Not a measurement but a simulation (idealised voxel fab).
The following process module bears the name voxel self aligned contacts.
The cross-section on display is named cut; it measures 170 nm wide, and its cells are 5 nm squares.
In this document a cross-section is written as a grid of square cells. It is given as a series of bands, listed from the top down, and a band is one or more rows of cells.
Top height, bottom height, nm. Materials left to right, width each, nm. Single material + "all across" = fills band edge to edge. "air" = empty.
Measure heights from 0. That's the level where, below it, the as-received wafer is all one material. The lowest band is bottomless and extends downward; write it as in "0 -> down".
A width such as "30 to 40" changes by the same amount from each row of cells to the next, from the band's top row to its bottom row.
Step note "no change occurred" = no cross-section cell changed.
The entry "Sealed voids" lists the empty spaces that cover at least 8 cells and have no open path to the top. Each is written as width x height at distance, where the distance is measured from the left edge and all three values are in nm.
Heads up: the bit after the settings on a step's line is the simulator's remark on that step.
overlay nm: on a step with a mask, how far right of its planned place the mask lay; negative means left.

# List of planned process steps
1: RECEIVE (material Si)
2: OXIDIZE (depth nm 5)
3: DIRECTIONAL_DEP (material polySi; thk nm 20)
4: DIRECTIONAL_DEP (material SiN; thk nm 25)
5: DIRECTIONAL_DEP (material aC; thk nm 15)
6: PATTERN (tone cover; mask id GATE; material resist; width nm 35; pitch nm 70; thk nm 30; overlay nm 0)
7: DIRECTIONAL_ETCH (etch materials aC; depth nm 15)
8: STRIP (etch materials resist)
9: DIRECTIONAL_ETCH (etch materials SiN; depth nm 25)
10: DIRECTIONAL_ETCH (etch materials polySi; depth nm 20)
11: STRIP (etch materials aC)
12: CONFORMAL_DEP (material SiN; thk nm 10)
13: DIRECTIONAL_ETCH (etch materials SiN; depth nm 10)
14: FILL_DEP (material SiO2; thk nm 15)
15: CMP (height nm 50)
16: PATTERN (tone open; mask id CONTACT; material resist; width nm 55; thk nm 20; overlay nm 0)
17: DIRECTIONAL_ETCH (etch materials SiO2; depth nm 55)
18: STRIP (etch materials resist)
19: CONFORMAL_DEP (material TiN; thk nm 5)
20: FILL_DEP (material Ru; thk nm 5)
21: CMP (height nm 50)
22: CONFORMAL_DEP (material SiCN; thk nm 5)

# Wafer at receipt (post step 1), cross-section
* 0 -> down: Si all across
* Sealed voids: none

# Module complete - cross-section of the first of two wafers, run according to plan
* 55 -> 50: SiCN all across
* 50 -> 45: 55 SiO2, then 25 TiN, then 5 Ru, then 25 TiN, then 60 SiO2
* 45 -> 20: 20 SiO2, then 55 SiN, then 5 TiN, then 5 Ru, then 5 TiN, then 55 SiN, then 25 SiO2
* 20 -> 0: 20 SiO2, then 10 SiN, then 35 polySi, then 10 SiN, then 5 TiN, then 5 Ru, then 5 TiN, then 10 SiN, then 35 polySi, then 10 SiN, then 25 SiO2
* 0 -> -5: 75 SiO2, then 15 TiN, then 80 SiO2
* -5 -> down: Si all across
* Sealed voids: none

# Here's the second of our two wafers sectioned at module end. Same start as the first, same plan, but one mistake got made running it
* 55 -> 50: SiCN all across
* 50 -> 45: 55 SiO2, then 55 TiN, then 60 SiO2
* 45 -> 20: 40 SiN, then 15 SiO2, then 55 SiN, then 15 SiO2, then 45 SiN
* 20 -> 0: 30 polySi, then 10 SiN, then 15 SiO2, then 10 SiN, then 35 polySi, then 10 SiN, then 15 SiO2, then 10 SiN, then 35 polySi
* 0 -> -5: SiO2 all across
* -5 -> down: Si all across
* Sealed voids: none
What was the processing mistake? it should be noted that step 6 was executed with settings other than those planned, the operation and settings actually applied being PATTERN (tone open; mask id GATE; material resist; width nm 35; pitch nm 70; thk nm 30; overlay nm 0)
Final difference in cells, second wafer against first, listed per material as more or fewer: Ru: 10 fewer | SiN: 30 more | SiO2: 24 fewer | TiN: 20 fewer | polySi: 24 more
